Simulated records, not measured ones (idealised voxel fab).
This is a process module. Its name is voxel wiring stack.
In the cross-section labelled cut, the width is 235 nm and each square cell is 5 nm.
For the purposes of this document, a cross-section shall be understood as a grid of square cells, specified as bands listed in top-to-bottom order, each band consisting of one or more rows of cells.
Heads up on the band format: heights come first, top then bottom, in nm. After that it's the materials left to right, each with its width in nm. A single material flagged "full width" fills the whole band edge to edge, and "empty" means there's empty space there.
Note: height 0 marks the level under which the wafer is uniformly one material as received. Lowest band unbounded below, written "0 and below".
You'd read "30..40" like this: the band's top row of cells is as wide as the first number, its bottom row is as wide as the second, and going down, every row changes width by the same amount as the row before did.
"no alteration" means the step left every cell of the cross-section as it was.
The list in "Trapped cavities" covers empty spaces of 8 cells or more that cannot reach the top through any open way, and it gives each as width x height at distance; the distance is from the left edge, and width, height and distance are in nm.
Note: text after step settings on the step line = simulator remark on that step.
The setting "overlay nm" may be written on the line of a step. When the step uses a mask, the value reports how far to the right of the planned place the mask lay, and a negative value reports that it lay to the left.
[Process steps foreseen in the plan]
step 1: RECEIVE | material Si
step 2: CONFORMAL_DEP | material SiO2 | thk nm 15
step 3: CONFORMAL_DEP | material SiCN | thk nm 5
step 4: DIRECTIONAL_DEP | material SiO2 | thk nm 20
step 5: PATTERN | tone open | mask id METAL_1 | material resist | width nm 20 | pitch nm 40 | thk nm 20 | overlay nm 0
step 6: DIRECTIONAL_ETCH | etch materials SiO2 | depth nm 20
step 7: DIRECTIONAL_ETCH | etch materials SiCN | depth nm 5
step 8: STRIP | etch materials resist
step 9: CONFORMAL_DEP | material TiN | thk nm 5
step 10: FILL_DEP | material Ru | thk nm 10
step 11: CMP | height nm 40
step 12: EPI | material Ru | thk nm 5
step 13: FILL_DEP | material SiCN | thk nm 5
step 14: DIRECTIONAL_DEP | material lowk | thk nm 35
step 15: DIRECTIONAL_DEP | material aC | thk nm 10
step 16: PATTERN | tone open | mask id METAL_2 | material resist | width nm 20 | pitch nm 40 | thk nm 25 | overlay nm 0
step 17: DIRECTIONAL_ETCH | etch materials aC | depth nm 10
step 18: STRIP | etch materials resist
step 19: DIRECTIONAL_ETCH | etch materials lowk | depth nm 20
step 20: STRIP | etch materials aC
step 21: PATTERN | tone open | mask id METAL_2_HOLES | material resist | width nm 15 | pitch nm 80 | thk nm 20 | overlay nm 0
step 22: DIRECTIONAL_ETCH | etch materials lowk | depth nm 15
step 23: DIRECTIONAL_ETCH | etch materials SiCN | depth nm 5
step 24: STRIP | etch materials resist
step 25: CONFORMAL_DEP | material TiN | thk nm 5
step 26: FILL_DEP | material Cu | thk nm 5
step 27: CMP | height nm 85
step 28: CONFORMAL_DEP | material SiCN | thk nm 5
step 29: DIRECTIONAL_DEP | material lowk | thk nm 10
step 30: MASKED_ETCH | tone open | mask id PLUG_2 | width nm 15 | pitch nm 40 | etch materials lowk | depth nm 10 | overlay nm 0
step 31: MASKED_ETCH | tone open | mask id PLUG_2 | width nm 15 | pitch nm 40 | etch materials SiCN | depth nm 5 | overlay nm 0
step 32: CONFORMAL_DEP | material TiN | thk nm 5
step 33: FILL_DEP | material Ru | thk nm 10
step 34: CMP | height nm 100
step 35: DIRECTIONAL_DEP | material TiN | thk nm 5
step 36: DIRECTIONAL_DEP | material Ru | thk nm 15
step 37: MASKED_ETCH | tone cover | mask id METAL_3 | width nm 20 | pitch nm 40 | etch materials Ru | depth nm 15 | overlay nm 0
step 38: MASKED_ETCH | tone cover | mask id METAL_3 | width nm 20 | pitch nm 40 | etch materials TiN | depth nm 5 | overlay nm 0
step 39: FILL_DEP | material SiO2 | thk nm 10
step 40: CMP | height nm 120
step 41: CONFORMAL_DEP | material SiCN | thk nm 5
step 42: DIRECTIONAL_DEP | material lowk | thk nm 10
step 43: DIRECTIONAL_DEP | material aC | thk nm 15
step 44: PATTERN | tone open | mask id PLUG_3 | material resist | width nm 15 | pitch nm 80 | thk nm 35 | overlay nm 0
step 45: DIRECTIONAL_ETCH | etch materials aC | depth nm 15
step 46: STRIP | etch materials resist
step 47: DIRECTIONAL_ETCH | etch materials lowk | depth nm 10
step 48: DIRECTIONAL_ETCH | etch materials SiCN | depth nm 5
step 49: STRIP | etch materials aC
step 50: CONFORMAL_DEP | material TiN | thk nm 5
step 51: FILL_DEP | material Ru | thk nm 10
step 52: CMP | height nm 135
step 53: CONFORMAL_DEP | material SiCN | thk nm 5
step 54: DIRECTIONAL_DEP | material SiO2 | thk nm 15
step 55: PATTERN | tone open | mask id METAL_4 | material resist | width nm 20 | pitch nm 40 | thk nm 15 | overlay nm 0
step 56: DIRECTIONAL_ETCH | etch materials SiO2 | depth nm 15
step 57: DIRECTIONAL_ETCH | etch materials SiCN | depth nm 5
step 58: STRIP | etch materials resist
step 59: CONFORMAL_DEP | material TiN | thk nm 5
step 60: FILL_DEP | material Cu | thk nm 5
step 61: CMP | height nm 155
step 62: CONFORMAL_DEP | material SiN | thk nm 5
[The cross-section here shows the wafer as received, i.e. in its state after step 1]
* 0 and below: Si full width
* Trapped cavities: none
[The following cross-section depicts the wafer upon conclusion of the module. Processing commenced from the starting condition illustrated above and adhered to the plan illustrated above, save for one mistake in execution]
* 160 down to 155: SiN full width
* 155 down to 140: SiO2 (45), TiN (5), Cu (10), TiN (5), SiO2 (20), TiN (5), Cu (10), TiN (5), SiO2 (20), TiN (5), Cu (10), TiN (5), SiO2 (20), TiN (5), Cu (10), TiN (5), SiO2 (50)
* 140 down to 135: SiCN (45), TiN (20), SiCN (20), TiN (20), SiCN (20), TiN (20), SiCN (20), TiN (20), SiCN (50)
* 135 down to 125: lowk (45), TiN (5), Ru (5), TiN (5), lowk (65), TiN (5), Ru (5), TiN (5), lowk (95)
* 125 down to 120: SiCN (45), TiN (15), SiCN (65), TiN (15), SiCN (95)
* 120 down to 105: SiO2 (45), Ru (20), SiO2 (20), Ru (20), SiO2 (20), Ru (20), SiO2 (20), Ru (20), SiO2 (50)
* 105 down to 100: SiO2 (45), TiN (20), SiO2 (20), TiN (20), SiO2 (20), TiN (20), SiO2 (20), TiN (20), SiO2 (50)
* 100 down to 90: lowk (45), TiN (5), Ru (5), TiN (5), lowk (25), TiN (5), Ru (5), TiN (5), lowk (25), TiN (5), Ru (5), TiN (5), lowk (25), TiN (5), Ru (5), TiN (5), lowk (55)
* 90 down to 85: SiCN (45), TiN (15), SiCN (25), TiN (15), SiCN (25), TiN (15), SiCN (25), TiN (15), SiCN (55)
* 85 down to 80: lowk (45), TiN (5), Cu (5), TiN (10), lowk (20), TiN (20), lowk (20), TiN (5), Cu (5), TiN (10), lowk (20), TiN (20), lowk (50)
* 80 down to 65: lowk (45), TiN (5), Cu (5), TiN (5), lowk (65), TiN (5), Cu (5), TiN (5), lowk (95)
* 65 down to 60: SiCN (45), TiN (15), SiCN (65), TiN (15), SiCN (95)
* 60 down to 45: Ru full width
* 45 down to 40: TiN (50), Ru (10), TiN (30), Ru (10), TiN (30), Ru (10), TiN (30), Ru (10), TiN (55)
* 40 down to 20: SiO2 (45), TiN (5), Ru (10), TiN (5), SiO2 (20), TiN (5), Ru (10), TiN (5), SiO2 (20), TiN (5), Ru (10), TiN (5), SiO2 (20), TiN (5), Ru (10), TiN (5), SiO2 (50)
* 20 down to 15: SiCN (45), TiN (20), SiCN (20), TiN (20), SiCN (20), TiN (20), SiCN (20), TiN (20), SiCN (50)
* 15 down to 0: SiO2 full width
* 0 and below: Si full width
* Trapped cavities: none
Heads up, the wafer didn't run the way we planned it: not run: step 11 of the plan (skipped)
